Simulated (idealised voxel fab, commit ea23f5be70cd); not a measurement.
process module | voxel self aligned contacts
cross-section cut | 240 nm wide | cells 5 nm
A cross-section is a grid of square cells, given in bands from the top down. A band is one or more rows of cells.
Each band's line starts with the height of the band's top and of its bottom, in nm. Then come its materials from left to right, each with its width in nm. One material with "throughout" fills the band from edge to edge. "air" is empty space.
Height 0 is the level under which the wafer as received is all one material. The lowest band goes on downwards, as in "0 down".
A width such as "30 to 40" changes by the same amount from each row of cells to the next, from the band's top row to its bottom row.
"no change" after a step means that no cell of the cross-section changed.
closed voids: empty space of 8 cells or more with no open way to the top, each as width x height at its distance from the left edge, in nm
after a step's settings: what the simulator itself notes on the step
overlay nm, on a step with a mask: how far to the right of its planned place the mask lay; to the left if negative
plan
1 op RECEIVE | material Si
2 op CONFORMAL_DEP | material SiO2 | thk nm 5
3 op DIRECTIONAL_DEP | material polySi | thk nm 25
4 op DIRECTIONAL_DEP | material SiN | thk nm 20
5 op DIRECTIONAL_DEP | material aC | thk nm 10
6 op PATTERN | tone cover | mask id GATE | material resist | width nm 35 | pitch nm 75 | thk nm 25 | overlay nm 0
7 op DIRECTIONAL_ETCH | etch materials aC | depth nm 10
8 op STRIP | etch materials resist
9 op DIRECTIONAL_ETCH | etch materials SiN | depth nm 20
10 op DIRECTIONAL_ETCH | etch materials polySi | depth nm 25
11 op STRIP | etch materials aC
12 op CONFORMAL_DEP | material SiN | thk nm 10
13 op DIRECTIONAL_ETCH | etch materials SiN | depth nm 10
14 op FILL_DEP | material SiO2 | thk nm 10
15 op CMP | height nm 55
16 op MASKED_ETCH | tone open | mask id CONTACT | width nm 60 | etch materials SiO2 | depth nm 55 | overlay nm 0
17 op CONFORMAL_DEP | material TiN | thk nm 5
18 op FILL_DEP | material W | thk nm 5
19 op CMP | height nm 55
20 op CONFORMAL_DEP | material SiCN | thk nm 5
as received, after step 1
  0 down: Si throughout
  closed voids: none
first wafer at the end, as planned
  60 to 55: SiCN throughout
  55 to 50: SiO2 90 | TiN 25 | W 10 | TiN 25 | SiO2 90
  50 to 30: SiO2 55 | SiN 55 | TiN 5 | W 10 | TiN 5 | SiN 55 | SiO2 55
  30 to 5: SiO2 55 | SiN 10 | polySi 35 | SiN 10 | TiN 5 | W 10 | TiN 5 | SiN 10 | polySi 35 | SiN 10 | SiO2 55
  5 to 0: SiO2 110 | TiN 20 | SiO2 110
  0 down: Si throughout
  closed voids: none
second wafer at the end: like start, like plan, one mistake
  60 to 55: SiCN throughout
  55 to 50: SiO2 55 | SiN 55 | TiN 20 | SiN 55 | SiO2 55
  50 to 30: SiN throughout
  30 to 5: polySi throughout
  5 to 0: SiO2 throughout
  0 down: Si throughout
  closed voids: none
what went wrong: step 4 was run twice
at the end the second wafer has, in cells: 86 more of SiN | 208 fewer of SiO2 | 28 fewer of TiN | 20 fewer of W | 170 more of polySi
